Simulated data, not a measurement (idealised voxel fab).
The following process module bears the name voxel gate over fins.
FYI the section here is cut, 195 nm wide, cells are 5 nm squares.
Cross-sections here: square-cell grids, written as top-down lists of bands, a band being one or more rows of cells. Quick guide to a band line: top height, bottom height (nm) up front; then every material left to right with its width in nm. Only one material and it's marked "full width"? Then it fills the band edge to edge. And "blank" just means empty space. Heights are expressed relative to 0, this being the level below which the as-received wafer comprises one material exclusively. The lowest band is unbounded in the downward direction and is denoted as in "0 nm and below". Think of "30 to 40" as a width that walks from the first number to the second as you go down the band, top row to bottom row, taking equal-sized steps from row to row. The cross-section has no changed cell in any step marked "everything unchanged". So "Cavities, closed" is basically the list of trapped voids: any empty space of 8 cells or more that can't reach the top through an opening. They're written width x height at distance, the distance being from the left edge, and it's all nm. Note: text after step settings on the step line = simulator remark on that step. overlay nm: on a step with a mask, how far right of its planned place the mask lay; negative means left.

PLANNED STEP LIST FOR THE PROCESS
1. RECEIVE (material Si)
2. CONFORMAL_DEP (material SiN; thk nm 5)
3. DIRECTIONAL_DEP (material aC; thk nm 15)
4. PATTERN (tone cover; mask id FINS; material resist; width nm 15; pitch nm 60; thk nm 30; overlay nm 0)
5. DIRECTIONAL_ETCH (etch materials aC; depth nm 15)
6. STRIP (etch materials resist)
7. DIRECTIONAL_ETCH (etch materials SiN; depth nm 5)
8. DIRECTIONAL_ETCH (etch materials Si; depth nm 30)
9. STRIP (etch materials aC)
10. FILL_DEP (material SiO2; thk nm 10)
11. CMP (height nm 5)
12. MASKED_ETCH (tone open; mask id RAIL; width nm 15; etch materials SiO2; depth nm 30; overlay nm 0)
13. CONFORMAL_DEP (material TiN; thk nm 5)
14. FILL_DEP (material W; thk nm 5)
15. CMP (height nm 5)
16. SELECTIVE_ETCH (etch materials W Ru TiN; depth nm 20)
17. FILL_DEP (material SiO2; thk nm 5)
18. CMP (height nm 5)
19. SELECTIVE_ETCH (etch materials SiO2; depth nm 15)
20. STRIP (etch materials SiN)
21. CONFORMAL_DEP (material HfO2; thk nm 5)
22. CONFORMAL_DEP (material TiN; thk nm 5)
23. CONFORMAL_DEP (material TiAl; thk nm 5)
24. CONFORMAL_DEP (material TiN; thk nm 5)
25. FILL_DEP (material W; thk nm 15)
26. CMP (height nm 30)
27. CONFORMAL_DEP (material SiCN; thk nm 10)

ACCOUNT OF THE FIRST OF TWO WAFERS, WHICH WAS PROCESSED AS INTENDED

THE CROSS-SECTION HERE SHOWS THE WAFER AS RECEIVED, I.E. IN ITS STATE AFTER STEP 1
> 0 nm and below  Si full width
> Cavities, closed: none

STEP 2 COMPLETE: CROSS-SECTION THROUGH THE WAFER
> 5 nm to 0 nm  SiN full width
> Under 0: no change, same as before.

STEP 3 COMPLETE: CROSS-SECTION THROUGH THE WAFER
> 20 nm to 5 nm  aC full width
> Under 5: no change, same as before.

STEP 4 COMPLETE: CROSS-SECTION THROUGH THE WAFER
> 50 nm to 20 nm  30 of blank | 15 of resist | 45 of blank | 15 of resist | 45 of blank | 15 of resist | 30 of blank
> Under 20: no change, same as before.

STEP 5 COMPLETE: CROSS-SECTION THROUGH THE WAFER
> 35 nm to 20 nm  30 of blank | 15 of resist | 45 of blank | 15 of resist | 45 of blank | 15 of resist | 30 of blank
> 20 nm to 5 nm  30 of blank | 15 of aC | 45 of blank | 15 of aC | 45 of blank | 15 of aC | 30 of blank
> Under 5: no change, same as before.

STEP 6 COMPLETE: CROSS-SECTION THROUGH THE WAFER
> 20 nm to 5 nm  30 of blank | 15 of aC | 45 of blank | 15 of aC | 45 of blank | 15 of aC | 30 of blank
> Under 5: no change, same as before.

STEP 7 COMPLETE: CROSS-SECTION THROUGH THE WAFER
> 20 nm to 5 nm  30 of blank | 15 of aC | 45 of blank | 15 of aC | 45 of blank | 15 of aC | 30 of blank
> 5 nm to 0 nm  30 of blank | 15 of SiN | 45 of blank | 15 of SiN | 45 of blank | 15 of SiN | 30 of blank
> Under 0: no change, same as before.

STEP 8 COMPLETE: CROSS-SECTION THROUGH THE WAFER
> 20 nm to 5 nm  30 of blank | 15 of aC | 45 of blank | 15 of aC | 45 of blank | 15 of aC | 30 of blank
> 5 nm to 0 nm  30 of blank | 15 of SiN | 45 of blank | 15 of SiN | 45 of blank | 15 of SiN | 30 of blank
> 0 nm to -30 nm  30 of blank | 15 of Si | 45 of blank | 15 of Si | 45 of blank | 15 of Si | 30 of blank
> Under -30: no change, same as before.

STEP 9 COMPLETE: CROSS-SECTION THROUGH THE WAFER
> 5 nm to 0 nm  30 of blank | 15 of SiN | 45 of blank | 15 of SiN | 45 of blank | 15 of SiN | 30 of blank
> Under 0: no change, same as before.

STEP 10 COMPLETE: CROSS-SECTION THROUGH THE WAFER
> 15 nm to 5 nm  SiO2 full width
> 5 nm to 0 nm  30 of SiO2 | 15 of SiN | 45 of SiO2 | 15 of SiN | 45 of SiO2 | 15 of SiN | 30 of SiO2
> 0 nm to -30 nm  30 of SiO2 | 15 of Si | 45 of SiO2 | 15 of Si | 45 of SiO2 | 15 of Si | 30 of SiO2
> Under -30: no change, same as before.

STEP 11 COMPLETE: CROSS-SECTION THROUGH THE WAFER
> 5 nm to 0 nm  30 of SiO2 | 15 of SiN | 45 of SiO2 | 15 of SiN | 45 of SiO2 | 15 of SiN | 30 of SiO2
> Under 0: no change, same as before.

STEP 12 COMPLETE: CROSS-SECTION THROUGH THE WAFER
> 5 nm to 0 nm  30 of SiO2 | 15 of SiN | 15 of SiO2 | 15 of blank | 15 of SiO2 | 15 of SiN | 45 of SiO2 | 15 of SiN | 30 of SiO2
> 0 nm to -25 nm  30 of SiO2 | 15 of Si | 15 of SiO2 | 15 of blank | 15 of SiO2 | 15 of Si | 45 of SiO2 | 15 of Si | 30 of SiO2
> Under -25: no change, same as before.

STEP 13 COMPLETE: CROSS-SECTION THROUGH THE WAFER
> 10 nm to 5 nm  65 of TiN | 5 of blank | 125 of TiN
> 5 nm to 0 nm  30 of SiO2 | 15 of SiN | 15 of SiO2 | 5 of TiN | 5 of blank | 5 of TiN | 15 of SiO2 | 15 of SiN | 45 of SiO2 | 15 of SiN | 30 of SiO2
> 0 nm to -20 nm  30 of SiO2 | 15 of Si | 15 of SiO2 | 5 of TiN | 5 of blank | 5 of TiN | 15 of SiO2 | 15 of Si | 45 of SiO2 | 15 of Si | 30 of SiO2
> -20 nm to -25 nm  30 of SiO2 | 15 of Si | 15 of SiO2 | 15 of TiN | 15 of SiO2 | 15 of Si | 45 of SiO2 | 15 of Si | 30 of SiO2
> Under -25: no change, same as before.

STEP 14 COMPLETE: CROSS-SECTION THROUGH THE WAFER
> 15 nm to 10 nm  W full width
> 10 nm to 5 nm  65 of TiN | 5 of W | 125 of TiN
> 5 nm to 0 nm  30 of SiO2 | 15 of SiN | 15 of SiO2 | 5 of TiN | 5 of W | 5 of TiN | 15 of SiO2 | 15 of SiN | 45 of SiO2 | 15 of SiN | 30 of SiO2
> 0 nm to -20 nm  30 of SiO2 | 15 of Si | 15 of SiO2 | 5 of TiN | 5 of W | 5 of TiN | 15 of SiO2 | 15 of Si | 45 of SiO2 | 15 of Si | 30 of SiO2
> Under -20: no change, same as before.

STEP 15 COMPLETE: CROSS-SECTION THROUGH THE WAFER
> 5 nm to 0 nm  30 of SiO2 | 15 of SiN | 15 of SiO2 | 5 of TiN | 5 of W | 5 of TiN | 15 of SiO2 | 15 of SiN | 45 of SiO2 | 15 of SiN | 30 of SiO2
> Under 0: no change, same as before.

STEP 16 COMPLETE: CROSS-SECTION THROUGH THE WAFER
> 5 nm to 0 nm  30 of SiO2 | 15 of SiN | 15 of SiO2 | 15 of blank | 15 of SiO2 | 15 of SiN | 45 of SiO2 | 15 of SiN | 30 of SiO2
> 0 nm to -15 nm  30 of SiO2 | 15 of Si | 15 of SiO2 | 15 of blank | 15 of SiO2 | 15 of Si | 45 of SiO2 | 15 of Si | 30 of SiO2
> Under -15: no change, same as before.

STEP 17 COMPLETE: CROSS-SECTION THROUGH THE WAFER
> 10 nm to 5 nm  SiO2 full width
> 5 nm to 0 nm  30 of SiO2 | 15 of SiN | 45 of SiO2 | 15 of SiN | 45 of SiO2 | 15 of SiN | 30 of SiO2
> 0 nm to -15 nm  30 of SiO2 | 15 of Si | 45 of SiO2 | 15 of Si | 45 of SiO2 | 15 of Si | 30 of SiO2
> Under -15: no change, same as before.

STEP 18 COMPLETE: CROSS-SECTION THROUGH THE WAFER
> 5 nm to 0 nm  30 of SiO2 | 15 of SiN | 45 of SiO2 | 15 of SiN | 45 of SiO2 | 15 of SiN | 30 of SiO2
> Under 0: no change, same as before.

STEP 19 COMPLETE: CROSS-SECTION THROUGH THE WAFER
> 5 nm to 0 nm  30 of blank | 15 of SiN | 45 of blank | 15 of SiN | 45 of blank | 15 of SiN | 30 of blank
> 0 nm to -10 nm  30 of blank | 15 of Si | 45 of blank | 15 of Si | 45 of blank | 15 of Si | 30 of blank
> Under -10: no change, same as before.

STEP 20 COMPLETE: CROSS-SECTION THROUGH THE WAFER
> 0 nm to -10 nm  30 of blank | 15 of Si | 45 of blank | 15 of Si | 45 of blank | 15 of Si | 30 of blank
> Under -10: no change, same as before.

STEP 21 COMPLETE: CROSS-SECTION THROUGH THE WAFER
> 5 nm to 0 nm  25 of blank | 25 of HfO2 | 35 of blank | 25 of HfO2 | 35 of blank | 25 of HfO2 | 25 of blank
> 0 nm to -5 nm  25 of blank | 5 of HfO2 | 15 of Si | 5 of HfO2 | 35 of blank | 5 of HfO2 | 15 of Si | 5 of HfO2 | 35 of blank | 5 of HfO2 | 15 of Si | 5 of HfO2 | 25 of blank
> -5 nm to -10 nm  30 of HfO2 | 15 of Si | 45 of HfO2 | 15 of Si | 45 of HfO2 | 15 of Si | 30 of HfO2
> Under -10: no change, same as before.

STEP 22 COMPLETE: CROSS-SECTION THROUGH THE WAFER
> 10 nm to 5 nm  20 of blank | 35 of TiN | 25 of blank | 35 of TiN | 25 of blank | 35 of TiN | 20 of blank
> 5 nm to 0 nm  20 of blank | 5 of TiN | 25 of HfO2 | 5 of TiN | 25 of blank | 5 of TiN | 25 of HfO2 | 5 of TiN | 25 of blank | 5 of TiN | 25 of HfO2 | 5 of TiN | 20 of blank
> 0 nm to -5 nm  25 of TiN | 5 of HfO2 | 15 of Si | 5 of HfO2 | 35 of TiN | 5 of HfO2 | 15 of Si | 5 of HfO2 | 35 of TiN | 5 of HfO2 | 15 of Si | 5 of HfO2 | 25 of TiN
> Under -5: no change, same as before.

STEP 23 COMPLETE: CROSS-SECTION THROUGH THE WAFER
> 15 nm to 10 nm  15 of blank | 45 of TiAl | 15 of blank | 45 of TiAl | 15 of blank | 45 of TiAl | 15 of blank
> 10 nm to 5 nm  15 of blank | 5 of TiAl | 35 of TiN | 5 of TiAl | 15 of blank | 5 of TiAl | 35 of TiN | 5 of TiAl | 15 of blank | 5 of TiAl | 35 of TiN | 5 of TiAl | 15 of blank
> 5 nm to 0 nm  20 of TiAl | 5 of TiN | 25 of HfO2 | 5 of TiN | 25 of TiAl | 5 of TiN | 25 of HfO2 | 5 of TiN | 25 of TiAl | 5 of TiN | 25 of HfO2 | 5 of TiN | 20 of TiAl
> Under 0: no change, same as before.

STEP 24 COMPLETE: CROSS-SECTION THROUGH THE WAFER
> 20 nm to 15 nm  10 of blank | 55 of TiN | 5 of blank | 55 of TiN | 5 of blank | 55 of TiN | 10 of blank
> 15 nm to 10 nm  10 of blank | 5 of TiN | 45 of TiAl | 5 of TiN | 5 of blank | 5 of TiN | 45 of TiAl | 5 of TiN | 5 of blank | 5 of TiN | 45 of TiAl | 5 of TiN | 10 of blank
> 10 nm to 5 nm  15 of TiN | 5 of TiAl | 35 of TiN | 5 of TiAl | 15 of TiN | 5 of TiAl | 35 of TiN | 5 of TiAl | 15 of TiN | 5 of TiAl | 35 of TiN | 5 of TiAl | 15 of TiN
> Under 5: no change, same as before.

STEP 25 COMPLETE: CROSS-SECTION THROUGH THE WAFER
> 35 nm to 20 nm  W full width
> 20 nm to 15 nm  10 of W | 55 of TiN | 5 of W | 55 of TiN | 5 of W | 55 of TiN | 10 of W
> 15 nm to 10 nm  10 of W | 5 of TiN | 45 of TiAl | 5 of TiN | 5 of W | 5 of TiN | 45 of TiAl | 5 of TiN | 5 of W | 5 of TiN | 45 of TiAl | 5 of TiN | 10 of W
> Under 10: no change, same as before.

STEP 26 COMPLETE: CROSS-SECTION THROUGH THE WAFER
> 30 nm to 20 nm  W full width
> Under 20: no change, same as before.

STEP 27 COMPLETE: CROSS-SECTION THROUGH THE WAFER
> 40 nm to 30 nm  SiCN full width
> Under 30: no change, same as before.

IT IS TO BE NOTED THAT THE SECOND WAFER PROCEEDED FROM THE SAME INITIAL STATE AND ACCORDING TO THE SAME PLAN AS THE FIRST, ALTHOUGH ONE MISTAKE WAS COMMITTED IN ITS EXECUTION; THROUGH STEP 11, INCLUSIVE, THE TWO WAFERS SHARE AN IDENTICAL HISTORY

SECOND WAFER, SECTION VIEW, TIME POINT: SCHEDULED END OF STEP 12
> 5 nm to 0 nm  30 of SiO2 | 15 of SiN | 15 of SiO2 | 20 of blank | 10 of SiO2 | 15 of SiN | 45 of SiO2 | 15 of SiN | 30 of SiO2
> 0 nm to -25 nm  30 of SiO2 | 15 of Si | 15 of SiO2 | 20 of blank | 10 of SiO2 | 15 of Si | 45 of SiO2 | 15 of Si | 30 of SiO2
> Under -25: no change, same as before.

SECOND WAFER, SECTION VIEW, TIME POINT: SCHEDULED END OF STEP 13
> 10 nm to 5 nm  65 of TiN | 10 of blank | 120 of TiN
> 5 nm to 0 nm  30 of SiO2 | 15 of SiN | 15 of SiO2 | 5 of TiN | 10 of blank | 5 of TiN | 10 of SiO2 | 15 of SiN | 45 of SiO2 | 15 of SiN | 30 of SiO2
> 0 nm to -20 nm  30 of SiO2 | 15 of Si | 15 of SiO2 | 5 of TiN | 10 of blank | 5 of TiN | 10 of SiO2 | 15 of Si | 45 of SiO2 | 15 of Si | 30 of SiO2
> -20 nm to -25 nm  30 of SiO2 | 15 of Si | 15 of SiO2 | 20 of TiN | 10 of SiO2 | 15 of Si | 45 of SiO2 | 15 of Si | 30 of SiO2
> Under -25: no change, same as before.

SECOND WAFER, SECTION VIEW, TIME POINT: SCHEDULED END OF STEP 14
> 15 nm to 10 nm  W full width
> 10 nm to 5 nm  65 of TiN | 10 of W | 120 of TiN
> 5 nm to 0 nm  30 of SiO2 | 15 of SiN | 15 of SiO2 | 5 of TiN | 10 of W | 5 of TiN | 10 of SiO2 | 15 of SiN | 45 of SiO2 | 15 of SiN | 30 of SiO2
> 0 nm to -20 nm  30 of SiO2 | 15 of Si | 15 of SiO2 | 5 of TiN | 10 of W | 5 of TiN | 10 of SiO2 | 15 of Si | 45 of SiO2 | 15 of Si | 30 of SiO2
> Under -20: no change, same as before.

SECOND WAFER, SECTION VIEW, TIME POINT: SCHEDULED END OF STEP 15
> 5 nm to 0 nm  30 of SiO2 | 15 of SiN | 15 of SiO2 | 5 of TiN | 10 of W | 5 of TiN | 10 of SiO2 | 15 of SiN | 45 of SiO2 | 15 of SiN | 30 of SiO2
> Under 0: no change, same as before.

SECOND WAFER, SECTION VIEW, TIME POINT: SCHEDULED END OF STEP 16
> 5 nm to 0 nm  30 of SiO2 | 15 of SiN | 15 of SiO2 | 20 of blank | 10 of SiO2 | 15 of SiN | 45 of SiO2 | 15 of SiN | 30 of SiO2
> 0 nm to -15 nm  30 of SiO2 | 15 of Si | 15 of SiO2 | 20 of blank | 10 of SiO2 | 15 of Si | 45 of SiO2 | 15 of Si | 30 of SiO2
> Under -15: no change, same as before.

SECOND WAFER, SECTION VIEW, TIME POINT: SCHEDULED END OF STEP 17
> 10 nm to 5 nm  SiO2 full width
> 5 nm to 0 nm  30 of SiO2 | 15 of SiN | 45 of SiO2 | 15 of SiN | 45 of SiO2 | 15 of SiN | 30 of SiO2
> 0 nm to -15 nm  30 of SiO2 | 15 of Si | 45 of SiO2 | 15 of Si | 45 of SiO2 | 15 of Si | 30 of SiO2
> Under -15: no change, same as before.

SECOND WAFER, SECTION VIEW, TIME POINT: SCHEDULED END OF STEP 18
> 5 nm to 0 nm  30 of SiO2 | 15 of SiN | 45 of SiO2 | 15 of SiN | 45 of SiO2 | 15 of SiN | 30 of SiO2
> Under 0: no change, same as before.

SECOND WAFER, SECTION VIEW, TIME POINT: SCHEDULED END OF STEP 19
> 5 nm to 0 nm  30 of blank | 15 of SiN | 45 of blank | 15 of SiN | 45 of blank | 15 of SiN | 30 of blank
> 0 nm to -10 nm  30 of blank | 15 of Si | 45 of blank | 15 of Si | 45 of blank | 15 of Si | 30 of blank
> Under -10: no change, same as before.

SECOND WAFER, SECTION VIEW, TIME POINT: SCHEDULED END OF STEP 20
> 0 nm to -10 nm  30 of blank | 15 of Si | 45 of blank | 15 of Si | 45 of blank | 15 of Si | 30 of blank
> Under -10: no change, same as before.

SECOND WAFER, SECTION VIEW, TIME POINT: SCHEDULED END OF STEP 21
> 5 nm to 0 nm  25 of blank | 25 of HfO2 | 35 of blank | 25 of HfO2 | 35 of blank | 25 of HfO2 | 25 of blank
> 0 nm to -5 nm  25 of blank | 5 of HfO2 | 15 of Si | 5 of HfO2 | 35 of blank | 5 of HfO2 | 15 of Si | 5 of HfO2 | 35 of blank | 5 of HfO2 | 15 of Si | 5 of HfO2 | 25 of blank
> -5 nm to -10 nm  30 of HfO2 | 15 of Si | 45 of HfO2 | 15 of Si | 45 of HfO2 | 15 of Si | 30 of HfO2
> Under -10: no change, same as before.

SECOND WAFER, SECTION VIEW, TIME POINT: SCHEDULED END OF STEP 22
> 10 nm to 5 nm  20 of blank | 35 of TiN | 25 of blank | 35 of TiN | 25 of blank | 35 of TiN | 20 of blank
> 5 nm to 0 nm  20 of blank | 5 of TiN | 25 of HfO2 | 5 of TiN | 25 of blank | 5 of TiN | 25 of HfO2 | 5 of TiN | 25 of blank | 5 of TiN | 25 of HfO2 | 5 of TiN | 20 of blank
> 0 nm to -5 nm  25 of TiN | 5 of HfO2 | 15 of Si | 5 of HfO2 | 35 of TiN | 5 of HfO2 | 15 of Si | 5 of HfO2 | 35 of TiN | 5 of HfO2 | 15 of Si | 5 of HfO2 | 25 of TiN
> Under -5: no change, same as before.

SECOND WAFER, SECTION VIEW, TIME POINT: SCHEDULED END OF STEP 23
> 15 nm to 10 nm  15 of blank | 45 of TiAl | 15 of blank | 45 of TiAl | 15 of blank | 45 of TiAl | 15 of blank
> 10 nm to 5 nm  15 of blank | 5 of TiAl | 35 of TiN | 5 of TiAl | 15 of blank | 5 of TiAl | 35 of TiN | 5 of TiAl | 15 of blank | 5 of TiAl | 35 of TiN | 5 of TiAl | 15 of blank
> 5 nm to 0 nm  20 of TiAl | 5 of TiN | 25 of HfO2 | 5 of TiN | 25 of TiAl | 5 of TiN | 25 of HfO2 | 5 of TiN | 25 of TiAl | 5 of TiN | 25 of HfO2 | 5 of TiN | 20 of TiAl
> Under 0: no change, same as before.

SECOND WAFER, SECTION VIEW, TIME POINT: SCHEDULED END OF STEP 24
> 20 nm to 15 nm  10 of blank | 55 of TiN | 5 of blank | 55 of TiN | 5 of blank | 55 of TiN | 10 of blank
> 15 nm to 10 nm  10 of blank | 5 of TiN | 45 of TiAl | 5 of TiN | 5 of blank | 5 of TiN | 45 of TiAl | 5 of TiN | 5 of blank | 5 of TiN | 45 of TiAl | 5 of TiN | 10 of blank
> 10 nm to 5 nm  15 of TiN | 5 of TiAl | 35 of TiN | 5 of TiAl | 15 of TiN | 5 of TiAl | 35 of TiN | 5 of TiAl | 15 of TiN | 5 of TiAl | 35 of TiN | 5 of TiAl | 15 of TiN
> Under 5: no change, same as before.

SECOND WAFER, SECTION VIEW, TIME POINT: SCHEDULED END OF STEP 25
> 35 nm to 20 nm  W full width
> 20 nm to 15 nm  10 of W | 55 of TiN | 5 of W | 55 of TiN | 5 of W | 55 of TiN | 10 of W
> 15 nm to 10 nm  10 of W | 5 of TiN | 45 of TiAl | 5 of TiN | 5 of W | 5 of TiN | 45 of TiAl | 5 of TiN | 5 of W | 5 of TiN | 45 of TiAl | 5 of TiN | 10 of W
> Under 10: no change, same as before.

SECOND WAFER, SECTION VIEW, TIME POINT: SCHEDULED END OF STEP 26
> 30 nm to 20 nm  W full width
> Under 20: no change, same as before.

SECOND WAFER, SECTION VIEW, TIME POINT: SCHEDULED END OF STEP 27
> 40 nm to 30 nm  SiCN full width
> Under 30: no change, same as before.
So what did we get wrong on this run? rather than as planned, step 12 actually ran as MASKED_ETCH (tone open; mask id RAIL; width nm 20; etch materials SiO2; depth nm 30; overlay nm 0)
The second wafer ends with more or fewer cells of some materials than the first, per final count: SiO2 -2 | TiN +1 | W +1
